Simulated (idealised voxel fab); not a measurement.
process module | voxel wiring stack
cross-section cut | 170 nm wide | cells 5 nm
A cross-section is a grid of square cells, given in bands from the top down. A band is one or more rows of cells.
Each band's line starts with the height of the band's top and of its bottom, in nm. Then come its materials from left to right, each with its width in nm. One material with "throughout" fills the band from edge to edge. "air" is empty space.
Height 0 is the level under which the wafer as received is all one material. The lowest band goes on downwards, as in "0 down".
A width such as "30 to 40" changes by the same amount from each row of cells to the next, from the band's top row to its bottom row.
"no change" after a step means that no cell of the cross-section changed.
closed voids: empty space of 8 cells or more with no open way to the top, each as width x height at its distance from the left edge, in nm
after a step's settings: what the simulator itself notes on the step
overlay nm, on a step with a mask: how far to the right of its planned place the mask lay; to the left if negative
plan
1 op RECEIVE | material Si
2 op CONFORMAL_DEP | material SiO2 | thk nm 10
3 op DIRECTIONAL_DEP | material TiN | thk nm 5
4 op DIRECTIONAL_DEP | material Ru | thk nm 25
5 op DIRECTIONAL_DEP | material aC | thk nm 10
6 op PATTERN | tone cover | mask id METAL_1 | material resist | width nm 20 | pitch nm 35 | thk nm 30 | overlay nm 0
7 op DIRECTIONAL_ETCH | etch materials aC | depth nm 10
8 op STRIP | etch materials resist
9 op DIRECTIONAL_ETCH | etch materials Ru | depth nm 25
10 op DIRECTIONAL_ETCH | etch materials TiN | depth nm 5
11 op STRIP | etch materials aC
12 op CONFORMAL_DEP | material SiN | thk nm 5
13 op FILL_DEP | material lowk | thk nm 10
14 op CMP | height nm 40
15 op CONFORMAL_DEP | material SiCN | thk nm 5
16 op DIRECTIONAL_DEP | material lowk | thk nm 25
17 op DIRECTIONAL_DEP | material aC | thk nm 15
18 op PATTERN | tone open | mask id METAL_2 | material resist | width nm 20 | pitch nm 35 | thk nm 30 | overlay nm 0
19 op DIRECTIONAL_ETCH | etch materials aC | depth nm 15
20 op STRIP | etch materials resist
21 op DIRECTIONAL_ETCH | etch materials lowk | depth nm 15
22 op STRIP | etch materials aC
23 op DIRECTIONAL_DEP | material aC | thk nm 10
24 op PATTERN | tone open | mask id METAL_2_HOLES | material resist | width nm 15 | pitch nm 35 | thk nm 25 | overlay nm 0
25 op DIRECTIONAL_ETCH | etch materials aC | depth nm 10
26 op STRIP | etch materials resist
27 op DIRECTIONAL_ETCH | etch materials lowk | depth nm 10
28 op DIRECTIONAL_ETCH | etch materials SiCN | depth nm 5
29 op STRIP | etch materials aC
30 op CONFORMAL_DEP | material TiN | thk nm 5
31 op FILL_DEP | material Ru | thk nm 5
32 op CMP | height nm 70
33 op CONFORMAL_DEP | material SiCN | thk nm 5
first wafer, as planned
as received, after step 1
  0 down: Si throughout
  closed voids: none
after step 2
  10 to 0: SiO2 throughout
  below 0: unchanged
after step 3
  15 to 10: TiN throughout
  below 10: unchanged
after step 4
  40 to 15: Ru throughout
  below 15: unchanged
after step 5
  50 to 40: aC throughout
  below 40: unchanged
after step 6
  80 to 50: air 40 | resist 20 | air 15 | resist 20 | air 15 | resist 20 | air 40
  below 50: unchanged
after step 7
  70 to 50: air 40 | resist 20 | air 15 | resist 20 | air 15 | resist 20 | air 40
  50 to 40: air 40 | aC 20 | air 15 | aC 20 | air 15 | aC 20 | air 40
  below 40: unchanged
after step 8
  50 to 40: air 40 | aC 20 | air 15 | aC 20 | air 15 | aC 20 | air 40
  below 40: unchanged
after step 9
  50 to 40: air 40 | aC 20 | air 15 | aC 20 | air 15 | aC 20 | air 40
  40 to 15: air 40 | Ru 20 | air 15 | Ru 20 | air 15 | Ru 20 | air 40
  below 15: unchanged
after step 10
  50 to 40: air 40 | aC 20 | air 15 | aC 20 | air 15 | aC 20 | air 40
  40 to 15: air 40 | Ru 20 | air 15 | Ru 20 | air 15 | Ru 20 | air 40
  15 to 10: air 40 | TiN 20 | air 15 | TiN 20 | air 15 | TiN 20 | air 40
  below 10: unchanged
after step 11
  40 to 15: air 40 | Ru 20 | air 15 | Ru 20 | air 15 | Ru 20 | air 40
  below 15: unchanged
after step 12
  45 to 40: air 35 | SiN 30 | air 5 | SiN 30 | air 5 | SiN 30 | air 35
  40 to 15: air 35 | SiN 5 | Ru 20 | SiN 5 | air 5 | SiN 5 | Ru 20 | SiN 5 | air 5 | SiN 5 | Ru 20 | SiN 5 | air 35
  15 to 10: SiN 40 | TiN 20 | SiN 15 | TiN 20 | SiN 15 | TiN 20 | SiN 40
  below 10: unchanged
after step 13
  55 to 45: lowk throughout
  45 to 40: lowk 35 | SiN 30 | lowk 5 | SiN 30 | lowk 5 | SiN 30 | lowk 35
  40 to 15: lowk 35 | SiN 5 | Ru 20 | SiN 5 | lowk 5 | SiN 5 | Ru 20 | SiN 5 | lowk 5 | SiN 5 | Ru 20 | SiN 5 | lowk 35
  below 15: unchanged
after step 14
  40 to 15: lowk 35 | SiN 5 | Ru 20 | SiN 5 | lowk 5 | SiN 5 | Ru 20 | SiN 5 | lowk 5 | SiN 5 | Ru 20 | SiN 5 | lowk 35
  below 15: unchanged
after step 15
  45 to 40: SiCN throughout
  below 40: unchanged
after step 16
  70 to 45: lowk throughout
  below 45: unchanged
after step 17
  85 to 70: aC throughout
  below 70: unchanged
after step 18
  115 to 85: resist 40 | air 20 | resist 15 | air 20 | resist 15 | air 20 | resist 40
  below 85: unchanged
after step 19
  100 to 85: resist 40 | air 20 | resist 15 | air 20 | resist 15 | air 20 | resist 40
  85 to 70: aC 40 | air 20 | aC 15 | air 20 | aC 15 | air 20 | aC 40
  below 70: unchanged
after step 20
  85 to 70: aC 40 | air 20 | aC 15 | air 20 | aC 15 | air 20 | aC 40
  below 70: unchanged
after step 21
  85 to 70: aC 40 | air 20 | aC 15 | air 20 | aC 15 | air 20 | aC 40
  70 to 55: lowk 40 | air 20 | lowk 15 | air 20 | lowk 15 | air 20 | lowk 40
  below 55: unchanged
after step 22
  70 to 55: lowk 40 | air 20 | lowk 15 | air 20 | lowk 15 | air 20 | lowk 40
  below 55: unchanged
after step 23
  80 to 70: aC 40 | air 20 | aC 15 | air 20 | aC 15 | air 20 | aC 40
  70 to 65: lowk 40 | air 20 | lowk 15 | air 20 | lowk 15 | air 20 | lowk 40
  65 to 55: lowk 40 | aC 20 | lowk 15 | aC 20 | lowk 15 | aC 20 | lowk 40
  below 55: unchanged
after step 24
  105 to 80: resist 40 | air 15 | resist 20 | air 15 | resist 20 | air 15 | resist 45
  80 to 70: aC 40 | air 15 | resist 5 | aC 15 | air 15 | resist 5 | aC 15 | air 15 | resist 5 | aC 40
  70 to 65: lowk 40 | air 15 | resist 5 | lowk 15 | air 15 | resist 5 | lowk 15 | air 15 | resist 5 | lowk 40
  below 65: unchanged
after step 25
  95 to 80: resist 40 | air 15 | resist 20 | air 15 | resist 20 | air 15 | resist 45
  80 to 70: aC 40 | air 15 | resist 5 | aC 15 | air 15 | resist 5 | aC 15 | air 15 | resist 5 | aC 40
  70 to 65: lowk 40 | air 15 | resist 5 | lowk 15 | air 15 | resist 5 | lowk 15 | air 15 | resist 5 | lowk 40
  65 to 55: lowk 40 | air 15 | aC 5 | lowk 15 | air 15 | aC 5 | lowk 15 | air 15 | aC 5 | lowk 40
  below 55: unchanged
after step 26
  80 to 70: aC 40 | air 20 | aC 15 | air 20 | aC 15 | air 20 | aC 40
  70 to 65: lowk 40 | air 20 | lowk 15 | air 20 | lowk 15 | air 20 | lowk 40
  below 65: unchanged
after step 27
  80 to 70: aC 40 | air 20 | aC 15 | air 20 | aC 15 | air 20 | aC 40
  70 to 65: lowk 40 | air 20 | lowk 15 | air 20 | lowk 15 | air 20 | lowk 40
  65 to 55: lowk 40 | air 15 | aC 5 | lowk 15 | air 15 | aC 5 | lowk 15 | air 15 | aC 5 | lowk 40
  55 to 45: lowk 40 | air 15 | lowk 20 | air 15 | lowk 20 | air 15 | lowk 45
  below 45: unchanged
after step 28
  80 to 70: aC 40 | air 20 | aC 15 | air 20 | aC 15 | air 20 | aC 40
  70 to 65: lowk 40 | air 20 | lowk 15 | air 20 | lowk 15 | air 20 | lowk 40
  65 to 55: lowk 40 | air 15 | aC 5 | lowk 15 | air 15 | aC 5 | lowk 15 | air 15 | aC 5 | lowk 40
  55 to 45: lowk 40 | air 15 | lowk 20 | air 15 | lowk 20 | air 15 | lowk 45
  45 to 40: SiCN 40 | air 15 | SiCN 20 | air 15 | SiCN 20 | air 15 | SiCN 45
  below 40: unchanged
after step 29
  70 to 55: lowk 40 | air 20 | lowk 15 | air 20 | lowk 15 | air 20 | lowk 40
  below 55: unchanged
after step 30
  75 to 70: TiN 45 | air 10 | TiN 25 | air 10 | TiN 25 | air 10 | TiN 45
  70 to 60: lowk 40 | TiN 5 | air 10 | TiN 5 | lowk 15 | TiN 5 | air 10 | TiN 5 | lowk 15 | TiN 5 | air 10 | TiN 5 | lowk 40
  60 to 55: lowk 40 | TiN 5 | air 5 | TiN 10 | lowk 15 | TiN 5 | air 5 | TiN 10 | lowk 15 | TiN 5 | air 5 | TiN 10 | lowk 40
  55 to 45: lowk 40 | TiN 5 | air 5 | TiN 5 | lowk 20 | TiN 5 | air 5 | TiN 5 | lowk 20 | TiN 5 | air 5 | TiN 5 | lowk 45
  45 to 40: SiCN 40 | TiN 15 | SiCN 20 | TiN 15 | SiCN 20 | TiN 15 | SiCN 45
  below 40: unchanged
after step 31
  80 to 75: Ru throughout
  75 to 70: TiN 45 | Ru 10 | TiN 25 | Ru 10 | TiN 25 | Ru 10 | TiN 45
  70 to 60: lowk 40 | TiN 5 | Ru 10 | TiN 5 | lowk 15 | TiN 5 | Ru 10 | TiN 5 | lowk 15 | TiN 5 | Ru 10 | TiN 5 | lowk 40
  60 to 55: lowk 40 | TiN 5 | Ru 5 | TiN 10 | lowk 15 | TiN 5 | Ru 5 | TiN 10 | lowk 15 | TiN 5 | Ru 5 | TiN 10 | lowk 40
  55 to 45: lowk 40 | TiN 5 | Ru 5 | TiN 5 | lowk 20 | TiN 5 | Ru 5 | TiN 5 | lowk 20 | TiN 5 | Ru 5 | TiN 5 | lowk 45
  below 45: unchanged
after step 32
  70 to 60: lowk 40 | TiN 5 | Ru 10 | TiN 5 | lowk 15 | TiN 5 | Ru 10 | TiN 5 | lowk 15 | TiN 5 | Ru 10 | TiN 5 | lowk 40
  below 60: unchanged
after step 33
  75 to 70: SiCN throughout
  below 70: unchanged
second wafer: like start, like plan, one mistake. Through step 1 it matches the first wafer
when step 2 should have ended: no change
when step 3 should have ended
  5 to 0: TiN throughout
  below 0: unchanged
when step 4 should have ended
  30 to 5: Ru throughout
  below 5: unchanged
when step 5 should have ended
  40 to 30: aC throughout
  below 30: unchanged
when step 6 should have ended
  70 to 40: air 40 | resist 20 | air 15 | resist 20 | air 15 | resist 20 | air 40
  below 40: unchanged
when step 7 should have ended
  60 to 40: air 40 | resist 20 | air 15 | resist 20 | air 15 | resist 20 | air 40
  40 to 30: air 40 | aC 20 | air 15 | aC 20 | air 15 | aC 20 | air 40
  below 30: unchanged
when step 8 should have ended
  40 to 30: air 40 | aC 20 | air 15 | aC 20 | air 15 | aC 20 | air 40
  below 30: unchanged
when step 9 should have ended
  40 to 30: air 40 | aC 20 | air 15 | aC 20 | air 15 | aC 20 | air 40
  30 to 5: air 40 | Ru 20 | air 15 | Ru 20 | air 15 | Ru 20 | air 40
  below 5: unchanged
when step 10 should have ended
  40 to 30: air 40 | aC 20 | air 15 | aC 20 | air 15 | aC 20 | air 40
  30 to 5: air 40 | Ru 20 | air 15 | Ru 20 | air 15 | Ru 20 | air 40
  5 to 0: air 40 | TiN 20 | air 15 | TiN 20 | air 15 | TiN 20 | air 40
  below 0: unchanged
when step 11 should have ended
  30 to 5: air 40 | Ru 20 | air 15 | Ru 20 | air 15 | Ru 20 | air 40
  below 5: unchanged
when step 12 should have ended
  35 to 30: air 35 | SiN 30 | air 5 | SiN 30 | air 5 | SiN 30 | air 35
  30 to 5: air 35 | SiN 5 | Ru 20 | SiN 5 | air 5 | SiN 5 | Ru 20 | SiN 5 | air 5 | SiN 5 | Ru 20 | SiN 5 | air 35
  5 to 0: SiN 40 | TiN 20 | SiN 15 | TiN 20 | SiN 15 | TiN 20 | SiN 40
  below 0: unchanged
when step 13 should have ended
  45 to 35: lowk throughout
  35 to 30: lowk 35 | SiN 30 | lowk 5 | SiN 30 | lowk 5 | SiN 30 | lowk 35
  30 to 5: lowk 35 | SiN 5 | Ru 20 | SiN 5 | lowk 5 | SiN 5 | Ru 20 | SiN 5 | lowk 5 | SiN 5 | Ru 20 | SiN 5 | lowk 35
  below 5: unchanged
when step 14 should have ended
  40 to 35: lowk throughout
  below 35: unchanged
when step 15 should have ended
  45 to 40: SiCN throughout
  below 40: unchanged
when step 16 should have ended
  70 to 45: lowk throughout
  below 45: unchanged
when step 17 should have ended
  85 to 70: aC throughout
  below 70: unchanged
when step 18 should have ended
  115 to 85: resist 40 | air 20 | resist 15 | air 20 | resist 15 | air 20 | resist 40
  below 85: unchanged
when step 19 should have ended
  100 to 85: resist 40 | air 20 | resist 15 | air 20 | resist 15 | air 20 | resist 40
  85 to 70: aC 40 | air 20 | aC 15 | air 20 | aC 15 | air 20 | aC 40
  below 70: unchanged
when step 20 should have ended
  85 to 70: aC 40 | air 20 | aC 15 | air 20 | aC 15 | air 20 | aC 40
  below 70: unchanged
when step 21 should have ended
  85 to 70: aC 40 | air 20 | aC 15 | air 20 | aC 15 | air 20 | aC 40
  70 to 55: lowk 40 | air 20 | lowk 15 | air 20 | lowk 15 | air 20 | lowk 40
  below 55: unchanged
when step 22 should have ended
  70 to 55: lowk 40 | air 20 | lowk 15 | air 20 | lowk 15 | air 20 | lowk 40
  below 55: unchanged
when step 23 should have ended
  80 to 70: aC 40 | air 20 | aC 15 | air 20 | aC 15 | air 20 | aC 40
  70 to 65: lowk 40 | air 20 | lowk 15 | air 20 | lowk 15 | air 20 | lowk 40
  65 to 55: lowk 40 | aC 20 | lowk 15 | aC 20 | lowk 15 | aC 20 | lowk 40
  below 55: unchanged
when step 24 should have ended
  105 to 80: resist 40 | air 15 | resist 20 | air 15 | resist 20 | air 15 | resist 45
  80 to 70: aC 40 | air 15 | resist 5 | aC 15 | air 15 | resist 5 | aC 15 | air 15 | resist 5 | aC 40
  70 to 65: lowk 40 | air 15 | resist 5 | lowk 15 | air 15 | resist 5 | lowk 15 | air 15 | resist 5 | lowk 40
  below 65: unchanged
when step 25 should have ended
  95 to 80: resist 40 | air 15 | resist 20 | air 15 | resist 20 | air 15 | resist 45
  80 to 70: aC 40 | air 15 | resist 5 | aC 15 | air 15 | resist 5 | aC 15 | air 15 | resist 5 | aC 40
  70 to 65: lowk 40 | air 15 | resist 5 | lowk 15 | air 15 | resist 5 | lowk 15 | air 15 | resist 5 | lowk 40
  65 to 55: lowk 40 | air 15 | aC 5 | lowk 15 | air 15 | aC 5 | lowk 15 | air 15 | aC 5 | lowk 40
  below 55: unchanged
when step 26 should have ended
  80 to 70: aC 40 | air 20 | aC 15 | air 20 | aC 15 | air 20 | aC 40
  70 to 65: lowk 40 | air 20 | lowk 15 | air 20 | lowk 15 | air 20 | lowk 40
  below 65: unchanged
when step 27 should have ended
  80 to 70: aC 40 | air 20 | aC 15 | air 20 | aC 15 | air 20 | aC 40
  70 to 65: lowk 40 | air 20 | lowk 15 | air 20 | lowk 15 | air 20 | lowk 40
  65 to 55: lowk 40 | air 15 | aC 5 | lowk 15 | air 15 | aC 5 | lowk 15 | air 15 | aC 5 | lowk 40
  55 to 45: lowk 40 | air 15 | lowk 20 | air 15 | lowk 20 | air 15 | lowk 45
  below 45: unchanged
when step 28 should have ended
  80 to 70: aC 40 | air 20 | aC 15 | air 20 | aC 15 | air 20 | aC 40
  70 to 65: lowk 40 | air 20 | lowk 15 | air 20 | lowk 15 | air 20 | lowk 40
  65 to 55: lowk 40 | air 15 | aC 5 | lowk 15 | air 15 | aC 5 | lowk 15 | air 15 | aC 5 | lowk 40
  55 to 45: lowk 40 | air 15 | lowk 20 | air 15 | lowk 20 | air 15 | lowk 45
  45 to 40: SiCN 40 | air 15 | SiCN 20 | air 15 | SiCN 20 | air 15 | SiCN 45
  below 40: unchanged
when step 29 should have ended
  70 to 55: lowk 40 | air 20 | lowk 15 | air 20 | lowk 15 | air 20 | lowk 40
  below 55: unchanged
when step 30 should have ended
  75 to 70: TiN 45 | air 10 | TiN 25 | air 10 | TiN 25 | air 10 | TiN 45
  70 to 60: lowk 40 | TiN 5 | air 10 | TiN 5 | lowk 15 | TiN 5 | air 10 | TiN 5 | lowk 15 | TiN 5 | air 10 | TiN 5 | lowk 40
  60 to 55: lowk 40 | TiN 5 | air 5 | TiN 10 | lowk 15 | TiN 5 | air 5 | TiN 10 | lowk 15 | TiN 5 | air 5 | TiN 10 | lowk 40
  55 to 45: lowk 40 | TiN 5 | air 5 | TiN 5 | lowk 20 | TiN 5 | air 5 | TiN 5 | lowk 20 | TiN 5 | air 5 | TiN 5 | lowk 45
  45 to 40: SiCN 40 | TiN 15 | SiCN 20 | TiN 15 | SiCN 20 | TiN 15 | SiCN 45
  below 40: unchanged
when step 31 should have ended
  80 to 75: Ru throughout
  75 to 70: TiN 45 | Ru 10 | TiN 25 | Ru 10 | TiN 25 | Ru 10 | TiN 45
  70 to 60: lowk 40 | TiN 5 | Ru 10 | TiN 5 | lowk 15 | TiN 5 | Ru 10 | TiN 5 | lowk 15 | TiN 5 | Ru 10 | TiN 5 | lowk 40
  60 to 55: lowk 40 | TiN 5 | Ru 5 | TiN 10 | lowk 15 | TiN 5 | Ru 5 | TiN 10 | lowk 15 | TiN 5 | Ru 5 | TiN 10 | lowk 40
  55 to 45: lowk 40 | TiN 5 | Ru 5 | TiN 5 | lowk 20 | TiN 5 | Ru 5 | TiN 5 | lowk 20 | TiN 5 | Ru 5 | TiN 5 | lowk 45
  below 45: unchanged
when step 32 should have ended
  70 to 60: lowk 40 | TiN 5 | Ru 10 | TiN 5 | lowk 15 | TiN 5 | Ru 10 | TiN 5 | lowk 15 | TiN 5 | Ru 10 | TiN 5 | lowk 40
  below 60: unchanged
when step 33 should have ended
  75 to 70: SiCN throughout
  below 70: unchanged
what went wrong: step 2 was left out
at the end the second wafer has, in cells: 18 more of SiN | 68 fewer of SiO2 | 50 more of lowk
